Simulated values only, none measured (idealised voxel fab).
Title: Process Module voxel ribs on slabs
Shown is cross-section cut, with a width of 235 nm and square cells of size 5 nm.
Throughout this document, each cross-section is represented as a grid of square cells and is presented as a sequence of bands enumerated from the top downward, where a band comprises one or more rows of cells.
Band: top and bottom heights (nm) first, top before bottom; then materials from left to right, widths in nm. "all across" marks a sole material filling the band edge to edge. "air" denotes empty space.
Heads up on the height convention: 0 is the point under which the incoming wafer is all one material, and the lowest band has no bottom, it just keeps going down, like "top 0, no bottom".
When a width is written as two numbers, as in "30..40", the first number is the width in the top row of cells of the band and the second is the width in its bottom row, and the width changes by the same amount from each row to the next.
"remains unaltered" after a step means that no cell of the cross-section changed.
You'll see "Completely sealed voids" listing empty spaces that have no way open to the top, as long as they're 8 cells or more; the notation is width x height at distance, where the distance is from the left edge, and all of it is in nm.
Formally, on a step line, whatever follows the settings is a remark that the simulator itself makes on the step.
overlay nm: mask offset rightward from planned place, masked step; negative means leftward offset.

LISTED BELOW ARE THE PROCESS STEPS AS PLANNED
1. RECEIVE: material Si
2. DIRECTIONAL_DEP: material SiO2, thk nm 25
3. DIRECTIONAL_DEP: material polySi, thk nm 25
4. DIRECTIONAL_DEP: material aC, thk nm 15
5. PATTERN: tone cover, mask id RIB, material resist, width nm 20, thk nm 30, overlay nm 0
6. DIRECTIONAL_ETCH: etch materials aC, depth nm 15
7. STRIP: etch materials resist
8. DIRECTIONAL_ETCH: etch materials polySi, depth nm 15
9. STRIP: etch materials aC
10. PATTERN: tone cover, mask id SLAB, material resist, width nm 60, thk nm 20, overlay nm 0
11. DIRECTIONAL_ETCH: etch materials polySi, depth nm 10
12. STRIP: etch materials resist
13. FILL_DEP: material SiO2, thk nm 20
14. CMP: height nm 65
15. DIRECTIONAL_DEP: material W, thk nm 10
16. MASKED_ETCH: tone cover, mask id HEATER, width nm 30, etch materials W, depth nm 10, overlay nm 0
17. CONFORMAL_DEP: material SiN, thk nm 10

CROSS-SECTION: WAFER ON ARRIVAL = AFTER STEP 1
top 0, no bottom | Si all across
Completely sealed voids: none

STARTING WAFER: ABOVE. PLAN: ABOVE. RUN: ONE MISTAKE. CROSS-SECTION AFTER THE MODULE: BELOW
top 75, bottom 65 | air=100, W=30, air=105
top 65, bottom 50 | SiO2 all across
top 50, bottom 35 | SiO2=105, polySi=20, SiO2=110
top 35, bottom 25 | SiO2=85, polySi=60, SiO2=90
top 25, bottom 0 | SiO2 all across
top 0, no bottom | Si all across
Completely sealed voids: none
It is concluded that the wafer was processed incorrectly with respect to the plan, in that step 17 of the plan did not run at all; it was left out
